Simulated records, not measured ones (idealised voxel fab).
The process module presented herein is designated voxel capacitor over wiring.
Shown is cross-section cut, with a width of 170 nm and square cells of size 5 nm.
Reading order for cross-sections: top band down to bottom band. Underlying form: a grid of square cells. Band size: one or more rows of cells. For a band, the entry starts with two heights in nm, that of the top and then that of the bottom, and carries on with the band's materials in order from left to right, each alongside its width in nm; the word "throughout" beside a single material means it fills the band edge to edge, and "blank" means empty space. Heights are expressed relative to 0, this being the level below which the as-received wafer comprises one material exclusively. The lowest band is unbounded in the downward direction and is denoted as in "0 down". Top row gets the first number, bottom row gets the second, and each row in between changes by the same step: that is how a band width like "30 to 40" works. What does "stayed the same" mean for a step? It means no cell of the cross-section changed in that step. The entry titled "Cavities, sealed" provides the empty spaces that have no open way to the top, restricted to those of 8 cells or more. Each is presented as width x height at distance, the distance being measured from the left edge, with all three in nm. Anything after a step's settings on that line? It's the simulator's own note about the step. If you see "overlay nm" on a step's line and that step has a mask, it's telling you how far right of where it was planned the mask ended up; a negative number means it went left instead.
[Process steps foreseen in the plan]
1) RECEIVE (material Si)
2) CONFORMAL_DEP (material SiO2; thk nm 10)
3) DIRECTIONAL_DEP (material TiN; thk nm 5)
4) DIRECTIONAL_DEP (material Ru; thk nm 15)
5) PATTERN (tone cover; mask id METAL_1; material resist; width nm 25; pitch nm 85; thk nm 15; overlay nm 0)
6) DIRECTIONAL_ETCH (etch materials Ru; depth nm 15)
7) DIRECTIONAL_ETCH (etch materials TiN; depth nm 5)
8) STRIP (etch materials resist)
9) FILL_DEP (material lowk; thk nm 10)
10) CMP (height nm 30)
11) CONFORMAL_DEP (material SiCN; thk nm 5)
12) DIRECTIONAL_DEP (material lowk; thk nm 10)
13) PATTERN (tone open; mask id PLUG_1; material resist; width nm 15; thk nm 15; overlay nm -15)
14) DIRECTIONAL_ETCH (etch materials lowk; depth nm 10)
15) DIRECTIONAL_ETCH (etch materials SiCN; depth nm 5)
16) STRIP (etch materials resist)
17) EPI (material Ru; thk nm 10)
18) EPI (material Ru; thk nm 5)
19) DIRECTIONAL_DEP (material TiN; thk nm 10)
20) DIRECTIONAL_DEP (material Al2O3; thk nm 5)
21) DIRECTIONAL_DEP (material TiN; thk nm 5)
22) MASKED_ETCH (tone cover; mask id UPPER_PLATE; width nm 65; etch materials TiN; depth nm 5; overlay nm 0)
23) MASKED_ETCH (tone cover; mask id UPPER_PLATE; width nm 65; etch materials Al2O3; depth nm 5; overlay nm 0)
24) DIRECTIONAL_DEP (material aC; thk nm 15)
25) PATTERN (tone cover; mask id LOWER_PLATE; material resist; width nm 75; thk nm 35; overlay nm 0)
26) DIRECTIONAL_ETCH (etch materials aC; depth nm 15)
27) STRIP (etch materials resist)
28) DIRECTIONAL_ETCH (etch materials TiN; depth nm 10)
29) STRIP (etch materials aC)
30) FILL_DEP (material SiO2; thk nm 20)
31) CMP (height nm 80)
32) DIRECTIONAL_DEP (material aC; thk nm 15)
33) PATTERN (tone open; mask id PLUG_2; material resist; width nm 15; thk nm 30; overlay nm 0)
34) DIRECTIONAL_ETCH (etch materials aC; depth nm 15)
35) STRIP (etch materials resist)
36) DIRECTIONAL_ETCH (etch materials SiO2; depth nm 15)
37) STRIP (etch materials aC)
38) CONFORMAL_DEP (material TiN; thk nm 5)
39) FILL_DEP (material Cu; thk nm 5)
40) CMP (height nm 80)
41) CONFORMAL_DEP (material SiN; thk nm 5)
The plan's step 13 overlay nm is the first wafer's value; the wafers differ in this setting and start identical.
[As-received state after step 1, first of several wafers, cross-section]
* 0 down: Si throughout
* Cavities, sealed: none
[Cross-section after step 41, the final step of the module, for the first of several wafers]
* 85 to 80: SiN throughout
* 80 to 70: SiO2 (50) | TiN (5) | Cu (5) | TiN (5) | SiO2 (105)
* 70 to 60: SiO2 (50 to 40) | TiN (15 to 65) | SiO2 (105 to 65)
* 60 to 55: SiO2 (40) | Al2O3 (65) | SiO2 (65)
* 55 to 45: SiO2 (35) | TiN (75) | SiO2 (60)
* 45 to 35: lowk (25) | Ru (15) | lowk (130)
* 35 to 30: SiCN (25) | Ru (15) | SiCN (130)
* 30 to 15: lowk (30) | Ru (25) | lowk (60) | Ru (25) | lowk (30)
* 15 to 10: lowk (30) | TiN (25) | lowk (60) | TiN (25) | lowk (30)
* 10 to 0: SiO2 throughout
* 0 down: Si throughout
* Cavities, sealed: none
[At the end of the module, the last of several wafers in cross-section]
* 85 to 80: SiN throughout
* 80 to 70: SiO2 (50) | TiN (5) | Cu (5) | TiN (5) | SiO2 (105)
* 70 to 65: SiO2 (50) | TiN (15) | SiO2 (105)
* 65 to 60: SiO2 (40) | TiN (15) | SiO2 (15) | TiN (35) | SiO2 (65)
* 60 to 55: SiO2 (40) | Al2O3 (15) | SiO2 (15) | Al2O3 (35) | SiO2 (65)
* 55 to 50: SiO2 (35) | TiN (20) | SiO2 (15) | TiN (40) | SiO2 (60)
* 50 to 45: SiO2 (35) | TiN (75) | SiO2 (60)
* 45 to 40: lowk (55) | Al2O3 (15) | lowk (100)
* 40 to 35: lowk (55) | TiN (15) | lowk (100)
* 35 to 30: SiCN (55) | TiN (15) | SiCN (100)
* 30 to 15: lowk (30) | Ru (25) | lowk (60) | Ru (25) | lowk (30)
* 15 to 10: lowk (30) | TiN (25) | lowk (60) | TiN (25) | lowk (30)
* 10 to 0: SiO2 throughout
* 0 down: Si throughout
* Cavities, sealed: none
[Below: a row per wafer. Contents at end of module: for every material, cells gained since receipt (+) or lost since receipt (-); then closed voids]
overlay nm -15 | +13 Al2O3 | +2 Cu | +39 Ru | +31 SiCN | +34 SiN | +241 SiO2 | +60 TiN | +158 lowk | Cavities, sealed: none
overlay nm -10 | +13 Al2O3 | +2 Cu | +39 Ru | +31 SiCN | +34 SiN | +241 SiO2 | +60 TiN | +158 lowk | Cavities, sealed: none
overlay nm -5 | +13 Al2O3 | +2 Cu | +39 Ru | +31 SiCN | +34 SiN | +241 SiO2 | +60 TiN | +158 lowk | Cavities, sealed: none
overlay nm 0 | +13 Al2O3 | +2 Cu | +39 Ru | +31 SiCN | +34 SiN | +241 SiO2 | +60 TiN | +158 lowk | Cavities, sealed: none
overlay nm 5 | +13 Al2O3 | +2 Cu | +39 Ru | +31 SiCN | +34 SiN | +241 SiO2 | +60 TiN | +158 lowk | Cavities, sealed: none
overlay nm 10 | +13 Al2O3 | +2 Cu | +39 Ru | +31 SiCN | +34 SiN | +241 SiO2 | +60 TiN | +158 lowk | Cavities, sealed: none
overlay nm 15 | +13 Al2O3 | +2 Cu | +30 Ru | +31 SiCN | +34 SiN | +250 SiO2 | +60 TiN | +158 lowk | Cavities, sealed: none
